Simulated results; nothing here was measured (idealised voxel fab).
A process module follows: voxel self aligned contacts.
Square cell edge 5 nm, section width 185 nm, ID cut.
Throughout this document, each cross-section is represented as a grid of square cells and is presented as a sequence of bands enumerated from the top downward, where a band comprises one or more rows of cells. Band: top height; bottom height; in nm. Then, left to right: material with width in nm, for each material. "throughout": a single material spanning edge to edge. "empty": empty space. Heads up on the height convention: 0 is the point under which the incoming wafer is all one material, and the lowest band has no bottom, it just keeps going down, like "0 and below". The expression "30..40" gives the width at the extremes of the band, the first number at its top row of cells and the second at its bottom row, with the width changing by equal amounts from each row to the next in between. Step note "nothing different" = no cross-section cell changed. Each empty space that has no open way to the top and spans at least 8 cells appears under "Enclosed empty spaces" as width x height at distance, the distance counted from the left edge, all in nm. Text after the settings on a step's line: the simulator's own remark on that step. On any step carrying a mask, the "overlay nm" setting, if present on the step's line, tells how far right of its planned place the mask lay; negative values point to the left. So the way this works: pairs, before and after one process step. The after picture only goes down to the lowest band that actually changed, nothing below. Step and its settings are under each pair. And watch out, pairs might come from different runs of this module, same starting wafer though, so a pair only follows on from the one above if its "State on entry" entry tells you so.
State on entry:
- 0 and below: Si throughout
- Enclosed empty spaces: none
After:
- 5 down to 0: SiO2 throughout
- Rest of section, below 0: as before.
- Enclosed empty spaces: none
Process step bridging the above cross-sections: CONFORMAL_DEP (material SiO2; thk nm 5)
State on entry: the after view from the pair directly above serves as the before view here.
After:
- 30 down to 5: polySi throughout
- Rest of section, below 5: as before.
- Enclosed empty spaces: none
Process step bridging the above cross-sections: DIRECTIONAL_DEP (material polySi; thk nm 25)
State on entry: the after view from the pair directly above serves as the before view here.
After:
- 45 down to 30: SiN throughout
- Rest of section, below 30: as before.
- Enclosed empty spaces: none
Process step bridging the above cross-sections: DIRECTIONAL_DEP (material SiN; thk nm 15)
State on entry: the after view from the pair directly above serves as the before view here.
After:
- 65 down to 45: 55 empty; 25 resist; 25 empty; 25 resist; 55 empty
- Rest of section, below 45: as before.
- Enclosed empty spaces: none
Process step bridging the above cross-sections: PATTERN (tone cover; mask id GATE; material resist; width nm 25; pitch nm 50; thk nm 20; overlay nm 0)
State on entry: the after view from the pair directly above serves as the before view here.
After:
- 65 down to 45: 55 empty; 25 resist; 25 empty; 25 resist; 55 empty
- 45 down to 30: 55 empty; 25 SiN; 25 empty; 25 SiN; 55 empty
- Rest of section, below 30: as before.
- Enclosed empty spaces: none
Process step bridging the above cross-sections: DIRECTIONAL_ETCH (etch materials SiN; depth nm 15)
State on entry: the after view from the pair directly above serves as the before view here.
After:
- 65 down to 45: 55 empty; 25 resist; 25 empty; 25 resist; 55 empty
- 45 down to 30: 55 empty; 25 SiN; 25 empty; 25 SiN; 55 empty
- 30 down to 5: 55 empty; 25 polySi; 25 empty; 25 polySi; 55 empty
- Rest of section, below 5: as before.
- Enclosed empty spaces: none
Process step bridging the above cross-sections: DIRECTIONAL_ETCH (etch materials polySi; depth nm 25)
State on entry: the after view from the pair directly above serves as the before view here.
After:
- 45 down to 30: 55 empty; 25 SiN; 25 empty; 25 SiN; 55 empty
- Rest of section, below 30: as before.
- Enclosed empty spaces: none
Process step bridging the above cross-sections: STRIP (etch materials resist)
State on entry: the after view from the pair directly above serves as the before view here.
After:
- 50 down to 30: 50 empty; 35 SiN; 15 empty; 35 SiN; 50 empty
- 30 down to 10: 50 empty; 5 SiN; 25 polySi; 5 SiN; 15 empty; 5 SiN; 25 polySi; 5 SiN; 50 empty
- 10 down to 5: 55 SiN; 25 polySi; 25 SiN; 25 polySi; 55 SiN
- Rest of section, below 5: as before.
- Enclosed empty spaces: none
Process step bridging the above cross-sections: CONFORMAL_DEP (material SiN; thk nm 5)
State on entry: the after view from the pair directly above serves as the before view here.
After:
- 45 down to 30: 50 empty; 35 SiN; 15 empty; 35 SiN; 50 empty
- 30 down to 5: 50 empty; 5 SiN; 25 polySi; 5 SiN; 15 empty; 5 SiN; 25 polySi; 5 SiN; 50 empty
- Rest of section, below 5: as before.
- Enclosed empty spaces: none
Process step bridging the above cross-sections: DIRECTIONAL_ETCH (etch materials SiN; depth nm 5)
State on entry: the after view from the pair directly above serves as the before view here.
After:
- 65 down to 45: SiO2 throughout
- 45 down to 30: 50 SiO2; 35 SiN; 15 SiO2; 35 SiN; 50 SiO2
- 30 down to 5: 50 SiO2; 5 SiN; 25 polySi; 5 SiN; 15 SiO2; 5 SiN; 25 polySi; 5 SiN; 50 SiO2
- Rest of section, below 5: as before.
- Enclosed empty spaces: none
Process step bridging the above cross-sections: FILL_DEP (material SiO2; thk nm 20)
State on entry: the after view from the pair directly above serves as the before view here.
After:
- 55 down to 45: SiO2 throughout
- Rest of section, below 45: as before.
- Enclosed empty spaces: none
Process step bridging the above cross-sections: CMP (height nm 55)
State on entry: the after view from the pair directly above serves as the before view here.
After:
- 70 down to 55: 75 resist; 35 empty; 75 resist
- Rest of section, below 55: as before.
- Enclosed empty spaces: none
Process step bridging the above cross-sections: PATTERN (tone open; mask id CONTACT; material resist; width nm 35; thk nm 15; overlay nm 0)
State on entry: the after view from the pair directly above serves as the before view here.
After:
- 70 down to 55: 75 resist; 35 empty; 75 resist
- 55 down to 45: 75 SiO2; 35 empty; 75 SiO2
- 45 down to 30: 50 SiO2; 35 SiN; 15 empty; 35 SiN; 50 SiO2
- 30 down to 5: 50 SiO2; 5 SiN; 25 polySi; 5 SiN; 15 empty; 5 SiN; 25 polySi; 5 SiN; 50 SiO2
- 5 down to 0: 85 SiO2; 15 empty; 85 SiO2
- Rest of section, below 0: as before.
- Enclosed empty spaces: none
Process step bridging the above cross-sections: DIRECTIONAL_ETCH (etch materials SiO2; depth nm 55)
State on entry: the after view from the pair directly above serves as the before view here.
After:
- 55 down to 45: 75 SiO2; 35 empty; 75 SiO2
- Rest of section, below 45: as before.
- Enclosed empty spaces: none
Process step bridging the above cross-sections: STRIP (etch materials resist)
State on entry: the after view from the pair directly above serves as the before view here.
After:
- 60 down to 55: 80 TiN; 25 empty; 80 TiN
- 55 down to 45: 75 SiO2; 5..15 TiN; 25..5 empty; 5..15 TiN; 75 SiO2
- 45 down to 30: 50 SiO2; 35 SiN; 5 TiN; 5 empty; 5 TiN; 35 SiN; 50 SiO2
- 30 down to 5: 50 SiO2; 5 SiN; 25 polySi; 5 SiN; 5 TiN; 5 empty; 5 TiN; 5 SiN; 25 polySi; 5 SiN; 50 SiO2
- 5 down to 0: 85 SiO2; 15 TiN; 85 SiO2
- Rest of section, below 0: as before.
- Enclosed empty spaces: none
Process step bridging the above cross-sections: CONFORMAL_DEP (material TiN; thk nm 5)
State on entry: the after view from the pair directly above serves as the before view here.
After:
- 70 down to 60: W throughout
- 60 down to 55: 80 TiN; 25 W; 80 TiN
- 55 down to 45: 75 SiO2; 5..15 TiN; 25..5 W; 5..15 TiN; 75 SiO2
- 45 down to 30: 50 SiO2; 35 SiN; 5 TiN; 5 W; 5 TiN; 35 SiN; 50 SiO2
- 30 down to 5: 50 SiO2; 5 SiN; 25 polySi; 5 SiN; 5 TiN; 5 W; 5 TiN; 5 SiN; 25 polySi; 5 SiN; 50 SiO2
- Rest of section, below 5: as before.
- Enclosed empty spaces: none
Process step bridging the above cross-sections: FILL_DEP (material W; thk nm 10)
State on entry: the after view from the pair directly above serves as the before view here.
After:
- 55 down to 45: 75 SiO2; 5..15 TiN; 25..5 W; 5..15 TiN; 75 SiO2
- Rest of section, below 45: as before.
- Enclosed empty spaces: none
Process step bridging the above cross-sections: CMP (height nm 55)
State on entry: the after view from the pair directly above serves as the before view here.
After:
- 60 down to 55: SiN throughout
- Rest of section, below 55: as before.
- Enclosed empty spaces: none
Process step bridging the above cross-sections: CONFORMAL_DEP (material SiN; thk nm 5)
State on entry:
- 0 and below: Si throughout
- Enclosed empty spaces: none
After:
- 25 down to 0: polySi throughout
- Rest of section, below 0: as before.
- Enclosed empty spaces: none
Process step bridging the above cross-sections: DIRECTIONAL_DEP (material polySi; thk nm 25)
State on entry: the after view from the pair directly above serves as the before view here.
After:
- 40 down to 25: SiN throughout
- Rest of section, below 25: as before.
- Enclosed empty spaces: none
Process step bridging the above cross-sections: DIRECTIONAL_DEP (material SiN; thk nm 15)
State on entry: the after view from the pair directly above serves as the before view here.
After:
- 60 down to 40: 55 empty; 25 resist; 25 empty; 25 resist; 55 empty
- Rest of section, below 40: as before.
- Enclosed empty spaces: none
Process step bridging the above cross-sections: PATTERN (tone cover; mask id GATE; material resist; width nm 25; pitch nm 50; thk nm 20; overlay nm 0)
State on entry: the after view from the pair directly above serves as the before view here.
After:
- 60 down to 40: 55 empty; 25 resist; 25 empty; 25 resist; 55 empty
- 40 down to 25: 55 empty; 25 SiN; 25 empty; 25 SiN; 55 empty
- Rest of section, below 25: as before.
- Enclosed empty spaces: none
Process step bridging the above cross-sections: DIRECTIONAL_ETCH (etch materials SiN; depth nm 15)
State on entry: the after view from the pair directly above serves as the before view here.
After:
- 60 down to 40: 55 empty; 25 resist; 25 empty; 25 resist; 55 empty
- 40 down to 25: 55 empty; 25 SiN; 25 empty; 25 SiN; 55 empty
- 25 down to 0: 55 empty; 25 polySi; 25 empty; 25 polySi; 55 empty
- Rest of section, below 0: as before.
- Enclosed empty spaces: none
Process step bridging the above cross-sections: DIRECTIONAL_ETCH (etch materials polySi; depth nm 25)
State on entry: the after view from the pair directly above serves as the before view here.
After:
- 40 down to 25: 55 empty; 25 SiN; 25 empty; 25 SiN; 55 empty
- Rest of section, below 25: as before.
- Enclosed empty spaces: none
Process step bridging the above cross-sections: STRIP (etch materials resist)
State on entry: the after view from the pair directly above serves as the before view here.
After:
- 45 down to 25: 50 empty; 35 SiN; 15 empty; 35 SiN; 50 empty
- 25 down to 5: 50 empty; 5 SiN; 25 polySi; 5 SiN; 15 empty; 5 SiN; 25 polySi; 5 SiN; 50 empty
- 5 down to 0: 55 SiN; 25 polySi; 25 SiN; 25 polySi; 55 SiN
- Rest of section, below 0: as before.
- Enclosed empty spaces: none
Process step bridging the above cross-sections: CONFORMAL_DEP (material SiN; thk nm 5)
State on entry: the after view from the pair directly above serves as the before view here.
After:
- 40 down to 25: 50 empty; 35 SiN; 15 empty; 35 SiN; 50 empty
- 25 down to 0: 50 empty; 5 SiN; 25 polySi; 5 SiN; 15 empty; 5 SiN; 25 polySi; 5 SiN; 50 empty
- Rest of section, below 0: as before.
- Enclosed empty spaces: none
Process step bridging the above cross-sections: DIRECTIONAL_ETCH (etch materials SiN; depth nm 5)
State on entry: the after view from the pair directly above serves as the before view here.
After:
- 60 down to 40: SiO2 throughout
- 40 down to 25: 50 SiO2; 35 SiN; 15 SiO2; 35 SiN; 50 SiO2
- 25 down to 0: 50 SiO2; 5 SiN; 25 polySi; 5 SiN; 15 SiO2; 5 SiN; 25 polySi; 5 SiN; 50 SiO2
- Rest of section, below 0: as before.
- Enclosed empty spaces: none
Process step bridging the above cross-sections: FILL_DEP (material SiO2; thk nm 20)
State on entry: the after view from the pair directly above serves as the before view here.
After:
- 55 down to 40: SiO2 throughout
- Rest of section, below 40: as before.
- Enclosed empty spaces: none
Process step bridging the above cross-sections: CMP (height nm 55)
State on entry: the after view from the pair directly above serves as the before view here.
After:
- 70 down to 55: 75 resist; 35 empty; 75 resist
- Rest of section, below 55: as before.
- Enclosed empty spaces: none
Process step bridging the above cross-sections: PATTERN (tone open; mask id CONTACT; material resist; width nm 35; thk nm 15; overlay nm 0)
State on entry: the after view from the pair directly above serves as the before view here.
After:
- 70 down to 55: 75 resist; 35 empty; 75 resist
- 55 down to 40: 75 SiO2; 35 empty; 75 SiO2
- 40 down to 25: 50 SiO2; 35 SiN; 15 empty; 35 SiN; 50 SiO2
- 25 down to 0: 50 SiO2; 5 SiN; 25 polySi; 5 SiN; 15 empty; 5 SiN; 25 polySi; 5 SiN; 50 SiO2
- Rest of section, below 0: as before.
- Enclosed empty spaces: none
Process step bridging the above cross-sections: DIRECTIONAL_ETCH (etch materials SiO2; depth nm 55)
State on entry: the after view from the pair directly above serves as the before view here.
After:
- 55 down to 40: 75 SiO2; 35 empty; 75 SiO2
- Rest of section, below 40: as before.
- Enclosed empty spaces: none
Process step bridging the above cross-sections: STRIP (etch materials resist)
State on entry: the after view from the pair directly above serves as the before view here.
After:
- 60 down to 55: 80 TiN; 25 empty; 80 TiN
- 55 down to 45: 75 SiO2; 5 TiN; 25 empty; 5 TiN; 75 SiO2
- 45 down to 40: 75 SiO2; 15 TiN; 5 empty; 15 TiN; 75 SiO2
- 40 down to 25: 50 SiO2; 35 SiN; 5 TiN; 5 empty; 5 TiN; 35 SiN; 50 SiO2
- 25 down to 5: 50 SiO2; 5 SiN; 25 polySi; 5 SiN; 5 TiN; 5 empty; 5 TiN; 5 SiN; 25 polySi; 5 SiN; 50 SiO2
- 5 down to 0: 50 SiO2; 5 SiN; 25 polySi; 5 SiN; 15 TiN; 5 SiN; 25 polySi; 5 SiN; 50 SiO2
- Rest of section, below 0: as before.
- Enclosed empty spaces: none
Process step bridging the above cross-sections: CONFORMAL_DEP (material TiN; thk nm 5)
State on entry: the after view from the pair directly above serves as the before view here.
After:
- 70 down to 60: W throughout
- 60 down to 55: 80 TiN; 25 W; 80 TiN
- 55 down to 45: 75 SiO2; 5 TiN; 25 W; 5 TiN; 75 SiO2
- 45 down to 40: 75 SiO2; 15 TiN; 5 W; 15 TiN; 75 SiO2
- 40 down to 25: 50 SiO2; 35 SiN; 5 TiN; 5 W; 5 TiN; 35 SiN; 50 SiO2
- 25 down to 5: 50 SiO2; 5 SiN; 25 polySi; 5 SiN; 5 TiN; 5 W; 5 TiN; 5 SiN; 25 polySi; 5 SiN; 50 SiO2
- Rest of section, below 5: as before.
- Enclosed empty spaces: none
Process step bridging the above cross-sections: FILL_DEP (material W; thk nm 10)
State on entry: the after view from the pair directly above serves as the before view here.
After:
- 55 down to 45: 75 SiO2; 5 TiN; 25 W; 5 TiN; 75 SiO2
- Rest of section, below 45: as before.
- Enclosed empty spaces: none
Process step bridging the above cross-sections: CMP (height nm 55)
State on entry: the after view from the pair directly above serves as the before view here.
After:
- 60 down to 55: SiN throughout
- Rest of section, below 55: as before.
- Enclosed empty spaces: none
Process step bridging the above cross-sections: CONFORMAL_DEP (material SiN; thk nm 5)
State on entry:
- 45 down to 30: SiN throughout
- 30 down to 5: polySi throughout
- 5 down to 0: SiO2 throughout
- 0 and below: Si throughout
- Enclosed empty spaces: none
After:
- 60 down to 30: SiN throughout
- Rest of section, below 30: as before.
- Enclosed empty spaces: none
Process step bridging the above cross-sections: DIRECTIONAL_DEP (material SiN; thk nm 15)
State on entry: the after view from the pair directly above serves as the before view here.
After:
- 80 down to 60: 55 empty; 25 resist; 25 empty; 25 resist; 55 empty
- Rest of section, below 60: as before.
- Enclosed empty spaces: none
Process step bridging the above cross-sections: PATTERN (tone cover; mask id GATE; material resist; width nm 25; pitch nm 50; thk nm 20; overlay nm 0)
State on entry: the after view from the pair directly above serves as the before view here.
After:
- 80 down to 60: 55 empty; 25 resist; 25 empty; 25 resist; 55 empty
- 60 down to 45: 55 empty; 25 SiN; 25 empty; 25 SiN; 55 empty
- Rest of section, below 45: as before.
- Enclosed empty spaces: none
Process step bridging the above cross-sections: DIRECTIONAL_ETCH (etch materials SiN; depth nm 15)
State on entry: the after view from the pair directly above serves as the before view here.
After:
- 60 down to 45: 55 empty; 25 SiN; 25 empty; 25 SiN; 55 empty
- Rest of section, below 45: as before.
- Enclosed empty spaces: none
Process step bridging the above cross-sections: STRIP (etch materials resist)
State on entry: the after view from the pair directly above serves as the before view here.
After:
- 65 down to 50: 50 empty; 35 SiN; 15 empty; 35 SiN; 50 empty
- 50 down to 30: SiN throughout
- Rest of section, below 30: as before.
- Enclosed empty spaces: none
Process step bridging the above cross-sections: CONFORMAL_DEP (material SiN; thk nm 5)
State on entry: the after view from the pair directly above serves as the before view here.
After:
- 60 down to 45: 50 empty; 35 SiN; 15 empty; 35 SiN; 50 empty
- Rest of section, below 45: as before.
- Enclosed empty spaces: none
Process step bridging the above cross-sections: DIRECTIONAL_ETCH (etch materials SiN; depth nm 5)
State on entry: the after view from the pair directly above serves as the before view here.
After:
- 80 down to 60: SiO2 throughout
- 60 down to 45: 50 SiO2; 35 SiN; 15 SiO2; 35 SiN; 50 SiO2
- Rest of section, below 45: as before.
- Enclosed empty spaces: none
Process step bridging the above cross-sections: FILL_DEP (material SiO2; thk nm 20)
State on entry: the after view from the pair directly above serves as the before view here.
After:
- 55 down to 45: 50 SiO2; 35 SiN; 15 SiO2; 35 SiN; 50 SiO2
- Rest of section, below 45: as before.
- Enclosed empty spaces: none
Process step bridging the above cross-sections: CMP (height nm 55)
State on entry: the after view from the pair directly above serves as the before view here.
After:
- 70 down to 55: 75 resist; 35 empty; 75 resist
- Rest of section, below 55: as before.
- Enclosed empty spaces: none
Process step bridging the above cross-sections: PATTERN (tone open; mask id CONTACT; material resist; width nm 35; thk nm 15; overlay nm 0)
State on entry: the after view from the pair directly above serves as the before view here.
After:
- 70 down to 55: 75 resist; 35 empty; 75 resist
- 55 down to 45: 50 SiO2; 35 SiN; 15 empty; 35 SiN; 50 SiO2
- Rest of section, below 45: as before.
- Enclosed empty spaces: none
Process step bridging the above cross-sections: DIRECTIONAL_ETCH (etch materials SiO2; depth nm 55)
State on entry: the after view from the pair directly above serves as the before view here.
After:
- 55 down to 45: 50 SiO2; 35 SiN; 15 empty; 35 SiN; 50 SiO2
- Rest of section, below 45: as before.
- Enclosed empty spaces: none
Process step bridging the above cross-sections: STRIP (etch materials resist)
State on entry: the after view from the pair directly above serves as the before view here.
After:
- 60 down to 55: 90 TiN; 5 empty; 90 TiN
- 55 down to 50: 50 SiO2; 35 SiN; 5 TiN; 5 empty; 5 TiN; 35 SiN; 50 SiO2
- 50 down to 45: 50 SiO2; 35 SiN; 15 TiN; 35 SiN; 50 SiO2
- Rest of section, below 45: as before.
- Enclosed empty spaces: none
Process step bridging the above cross-sections: CONFORMAL_DEP (material TiN; thk nm 5)
State on entry: the after view from the pair directly above serves as the before view here.
After:
- 70 down to 60: W throughout
- 60 down to 55: 90 TiN; 5 W; 90 TiN
- 55 down to 50: 50 SiO2; 35 SiN; 5 TiN; 5 W; 5 TiN; 35 SiN; 50 SiO2
- Rest of section, below 50: as before.
- Enclosed empty spaces: none
Process step bridging the above cross-sections: FILL_DEP (material W; thk nm 10)
State on entry: the after view from the pair directly above serves as the before view here.
After:
- 55 down to 50: 50 SiO2; 35 SiN; 5 TiN; 5 W; 5 TiN; 35 SiN; 50 SiO2
- Rest of section, below 50: as before.
- Enclosed empty spaces: none
Process step bridging the above cross-sections: CMP (height nm 55)
State on entry: the after view from the pair directly above serves as the before view here.
After:
- 60 down to 55: SiN throughout
- Rest of section, below 55: as before.
- Enclosed empty spaces: none
Process step bridging the above cross-sections: CONFORMAL_DEP (material SiN; thk nm 5)
State on entry:
- 25 down to 0: polySi throughout
- 0 and below: Si throughout
- Enclosed empty spaces: none
After:
- 30 down to 25: SiO2 throughout
- Rest of section, below 25: as before.
- Enclosed empty spaces: none
Process step bridging the above cross-sections: CONFORMAL_DEP (material SiO2; thk nm 5)
State on entry: the after view from the pair directly above serves as the before view here.
After:
- 45 down to 30: SiN throughout
- Rest of section, below 30: as before.
- Enclosed empty spaces: none
Process step bridging the above cross-sections: DIRECTIONAL_DEP (material SiN; thk nm 15)
State on entry: the after view from the pair directly above serves as the before view here.
After:
- 65 down to 45: 55 empty; 25 resist; 25 empty; 25 resist; 55 empty
- Rest of section, below 45: as before.
- Enclosed empty spaces: none
Process step bridging the above cross-sections: PATTERN (tone cover; mask id GATE; material resist; width nm 25; pitch nm 50; thk nm 20; overlay nm 0)
State on entry: the after view from the pair directly above serves as the before view here.
After:
- 65 down to 45: 55 empty; 25 resist; 25 empty; 25 resist; 55 empty
- 45 down to 30: 55 empty; 25 SiN; 25 empty; 25 SiN; 55 empty
- Rest of section, below 30: as before.
- Enclosed empty spaces: none
Process step bridging the above cross-sections: DIRECTIONAL_ETCH (etch materials SiN; depth nm 15)
State on entry: the after view from the pair directly above serves as the before view here.
After:
- 45 down to 30: 55 empty; 25 SiN; 25 empty; 25 SiN; 55 empty
- Rest of section, below 30: as before.
- Enclosed empty spaces: none
Process step bridging the above cross-sections: STRIP (etch materials resist)
State on entry: the after view from the pair directly above serves as the before view here.
After:
- 50 down to 35: 50 empty; 35 SiN; 15 empty; 35 SiN; 50 empty
- 35 down to 30: SiN throughout
- Rest of section, below 30: as before.
- Enclosed empty spaces: none
Process step bridging the above cross-sections: CONFORMAL_DEP (material SiN; thk nm 5)
State on entry: the after view from the pair directly above serves as the before view here.
After:
- 45 down to 30: 50 empty; 35 SiN; 15 empty; 35 SiN; 50 empty
- Rest of section, below 30: as before.
- Enclosed empty spaces: none
Process step bridging the above cross-sections: DIRECTIONAL_ETCH (etch materials SiN; depth nm 5)
State on entry: the after view from the pair directly above serves as the before view here.
After:
- 65 down to 45: SiO2 throughout
- 45 down to 30: 50 SiO2; 35 SiN; 15 SiO2; 35 SiN; 50 SiO2
- Rest of section, below 30: as before.
- Enclosed empty spaces: none
Process step bridging the above cross-sections: FILL_DEP (material SiO2; thk nm 20)
State on entry: the after view from the pair directly above serves as the before view here.
After:
- 55 down to 45: SiO2 throughout
- Rest of section, below 45: as before.
- Enclosed empty spaces: none
Process step bridging the above cross-sections: CMP (height nm 55)
State on entry: the after view from the pair directly above serves as the before view here.
After:
- 70 down to 55: 75 resist; 35 empty; 75 resist
- Rest of section, below 55: as before.
- Enclosed empty spaces: none
Process step bridging the above cross-sections: PATTERN (tone open; mask id CONTACT; material resist; width nm 35; thk nm 15; overlay nm 0)
State on entry: the after view from the pair directly above serves as the before view here.
After:
- 70 down to 55: 75 resist; 35 empty; 75 resist
- 55 down to 45: 75 SiO2; 35 empty; 75 SiO2
- 45 down to 30: 50 SiO2; 35 SiN; 15 empty; 35 SiN; 50 SiO2
- 30 down to 25: 85 SiO2; 15 empty; 85 SiO2
- Rest of section, below 25: as before.
- Enclosed empty spaces: none
Process step bridging the above cross-sections: DIRECTIONAL_ETCH (etch materials SiO2; depth nm 55)
State on entry: the after view from the pair directly above serves as the before view here.
After:
- 55 down to 45: 75 SiO2; 35 empty; 75 SiO2
- Rest of section, below 45: as before.
- Enclosed empty spaces: none
Process step bridging the above cross-sections: STRIP (etch materials resist)
State on entry: the after view from the pair directly above serves as the before view here.
After:
- 60 down to 55: 80 TiN; 25 empty; 80 TiN
- 55 down to 45: 75 SiO2; 5..15 TiN; 25..5 empty; 5..15 TiN; 75 SiO2
- 45 down to 30: 50 SiO2; 35 SiN; 5 TiN; 5 empty; 5 TiN; 35 SiN; 50 SiO2
- 30 down to 25: 85 SiO2; 15 TiN; 85 SiO2
- Rest of section, below 25: as before.
- Enclosed empty spaces: none
Process step bridging the above cross-sections: CONFORMAL_DEP (material TiN; thk nm 5)
State on entry: the after view from the pair directly above serves as the before view here.
After:
- 70 down to 60: W throughout
- 60 down to 55: 80 TiN; 25 W; 80 TiN
- 55 down to 45: 75 SiO2; 5..15 TiN; 25..5 W; 5..15 TiN; 75 SiO2
- 45 down to 30: 50 SiO2; 35 SiN; 5 TiN; 5 W; 5 TiN; 35 SiN; 50 SiO2
- Rest of section, below 30: as before.
- Enclosed empty spaces: none
Process step bridging the above cross-sections: FILL_DEP (material W; thk nm 10)
State on entry: the after view from the pair directly above serves as the before view here.
After:
- 55 down to 45: 75 SiO2; 5..15 TiN; 25..5 W; 5..15 TiN; 75 SiO2
- Rest of section, below 45: as before.
- Enclosed empty spaces: none
Process step bridging the above cross-sections: CMP (height nm 55)
State on entry: the after view from the pair directly above serves as the before view here.
After:
- 60 down to 55: SiN throughout
- Rest of section, below 55: as before.
- Enclosed empty spaces: none
Process step bridging the above cross-sections: CONFORMAL_DEP (material SiN; thk nm 5)
State on entry:
- 70 down to 60: W throughout
- 60 down to 55: 80 TiN; 25 W; 80 TiN
- 55 down to 45: 75 SiO2; 5..15 TiN; 25..5 W; 5..15 TiN; 75 SiO2
- 45 down to 30: 50 SiO2; 35 SiN; 5 TiN; 5 W; 5 TiN; 35 SiN; 50 SiO2
- 30 down to 5: 50 SiO2; 5 SiN; 25 polySi; 5 SiN; 5 TiN; 5 W; 5 TiN; 5 SiN; 25 polySi; 5 SiN; 50 SiO2
- 5 down to 0: 85 SiO2; 15 TiN; 85 SiO2
- 0 and below: Si throughout
- Enclosed empty spaces: none
After:
- 65 down to 60: W throughout
- Rest of section, below 60: as before.
- Enclosed empty spaces: none
Process step bridging the above cross-sections: CMP (height nm 65)
State on entry: the after view from the pair directly above serves as the before view here.
After:
- 70 down to 65: SiN throughout
- Rest of section, below 65: as before.
- Enclosed empty spaces: none
Process step bridging the above cross-sections: CONFORMAL_DEP (material SiN; thk nm 5)
State on entry:
- 55 down to 45: SiO2 throughout
- 45 down to 30: 50 SiO2; 35 SiN; 15 SiO2; 35 SiN; 50 SiO2
- 30 down to 5: 50 SiO2; 5 SiN; 25 polySi; 5 SiN; 15 SiO2; 5 SiN; 25 polySi; 5 SiN; 50 SiO2
- 5 down to 0: SiO2 throughout
- 0 and below: Si throughout
- Enclosed empty spaces: none
After:
- 70 down to 55: 70 resist; 45 empty; 70 resist
- Rest of section, below 55: as before.
- Enclosed empty spaces: none
Process step bridging the above cross-sections: PATTERN (tone open; mask id CONTACT; material resist; width nm 45; thk nm 15; overlay nm 0)
State on entry: the after view from the pair directly above serves as the before view here.
After:
- 70 down to 55: 70 resist; 45 empty; 70 resist
- 55 down to 45: 70 SiO2; 45 empty; 70 SiO2
- 45 down to 30: 50 SiO2; 35 SiN; 15 empty; 35 SiN; 50 SiO2
- 30 down to 5: 50 SiO2; 5 SiN; 25 polySi; 5 SiN; 15 empty; 5 SiN; 25 polySi; 5 SiN; 50 SiO2
- 5 down to 0: 85 SiO2; 15 empty; 85 SiO2
- Rest of section, below 0: as before.
- Enclosed empty spaces: none
Process step bridging the above cross-sections: DIRECTIONAL_ETCH (etch materials SiO2; depth nm 55)
State on entry: the after view from the pair directly above serves as the before view here.
After:
- 55 down to 45: 70 SiO2; 45 empty; 70 SiO2
- Rest of section, below 45: as before.
- Enclosed empty spaces: none
Process step bridging the above cross-sections: STRIP (etch materials resist)
State on entry: the after view from the pair directly above serves as the before view here.
After:
- 60 down to 55: 75 TiN; 35 empty; 75 TiN
- 55 down to 45: 70 SiO2; 5..20 TiN; 35..5 empty; 5..20 TiN; 70 SiO2
- 45 down to 30: 50 SiO2; 35 SiN; 5 TiN; 5 empty; 5 TiN; 35 SiN; 50 SiO2
- 30 down to 5: 50 SiO2; 5 SiN; 25 polySi; 5 SiN; 5 TiN; 5 empty; 5 TiN; 5 SiN; 25 polySi; 5 SiN; 50 SiO2
- 5 down to 0: 85 SiO2; 15 TiN; 85 SiO2
- Rest of section, below 0: as before.
- Enclosed empty spaces: none
Process step bridging the above cross-sections: CONFORMAL_DEP (material TiN; thk nm 5)
State on entry: the after view from the pair directly above serves as the before view here.
After:
- 70 down to 60: W throughout
- 60 down to 55: 75 TiN; 35 W; 75 TiN
- 55 down to 45: 70 SiO2; 5..20 TiN; 35..5 W; 5..20 TiN; 70 SiO2
- 45 down to 30: 50 SiO2; 35 SiN; 5 TiN; 5 W; 5 TiN; 35 SiN; 50 SiO2
- 30 down to 5: 50 SiO2; 5 SiN; 25 polySi; 5 SiN; 5 TiN; 5 W; 5 TiN; 5 SiN; 25 polySi; 5 SiN; 50 SiO2
- Rest of section, below 5: as before.
- Enclosed empty spaces: none
Process step bridging the above cross-sections: FILL_DEP (material W; thk nm 10)
State on entry: the after view from the pair directly above serves as the before view here.
After:
- 55 down to 45: 70 SiO2; 5..20 TiN; 35..5 W; 5..20 TiN; 70 SiO2
- Rest of section, below 45: as before.
- Enclosed empty spaces: none
Process step bridging the above cross-sections: CMP (height nm 55)
State on entry: the after view from the pair directly above serves as the before view here.
After:
- 60 down to 55: SiN throughout
- Rest of section, below 55: as before.
- Enclosed empty spaces: none
Process step bridging the above cross-sections: CONFORMAL_DEP (material SiN; thk nm 5)
State on entry:
- 45 down to 30: SiN throughout
- 30 down to 5: polySi throughout
- 5 down to 0: SiO2 throughout
- 0 and below: Si throughout
- Enclosed empty spaces: none
After:
- 65 down to 45: 50 empty; 25 resist; 25 empty; 25 resist; 60 empty
- Rest of section, below 45: as before.
- Enclosed empty spaces: none
Process step bridging the above cross-sections: PATTERN (tone cover; mask id GATE; material resist; width nm 25; pitch nm 50; thk nm 20; overlay nm -5)
State on entry: the after view from the pair directly above serves as the before view here.
After:
- 65 down to 45: 50 empty; 25 resist; 25 empty; 25 resist; 60 empty
- 45 down to 30: 50 empty; 25 SiN; 25 empty; 25 SiN; 60 empty
- Rest of section, below 30: as before.
- Enclosed empty spaces: none
Process step bridging the above cross-sections: DIRECTIONAL_ETCH (etch materials SiN; depth nm 15)
State on entry: the after view from the pair directly above serves as the before view here.
After:
- 65 down to 45: 50 empty; 25 resist; 25 empty; 25 resist; 60 empty
- 45 down to 30: 50 empty; 25 SiN; 25 empty; 25 SiN; 60 empty
- 30 down to 5: 50 empty; 25 polySi; 25 empty; 25 polySi; 60 empty
- Rest of section, below 5: as before.
- Enclosed empty spaces: none
Process step bridging the above cross-sections: DIRECTIONAL_ETCH (etch materials polySi; depth nm 25)
State on entry: the after view from the pair directly above serves as the before view here.
After:
- 45 down to 30: 50 empty; 25 SiN; 25 empty; 25 SiN; 60 empty
- Rest of section, below 30: as before.
- Enclosed empty spaces: none
Process step bridging the above cross-sections: STRIP (etch materials resist)
State on entry: the after view from the pair directly above serves as the before view here.
After:
- 50 down to 30: 45 empty; 35 SiN; 15 empty; 35 SiN; 55 empty
- 30 down to 10: 45 empty; 5 SiN; 25 polySi; 5 SiN; 15 empty; 5 SiN; 25 polySi; 5 SiN; 55 empty
- 10 down to 5: 50 SiN; 25 polySi; 25 SiN; 25 polySi; 60 SiN
- Rest of section, below 5: as before.
- Enclosed empty spaces: none
Process step bridging the above cross-sections: CONFORMAL_DEP (material SiN; thk nm 5)
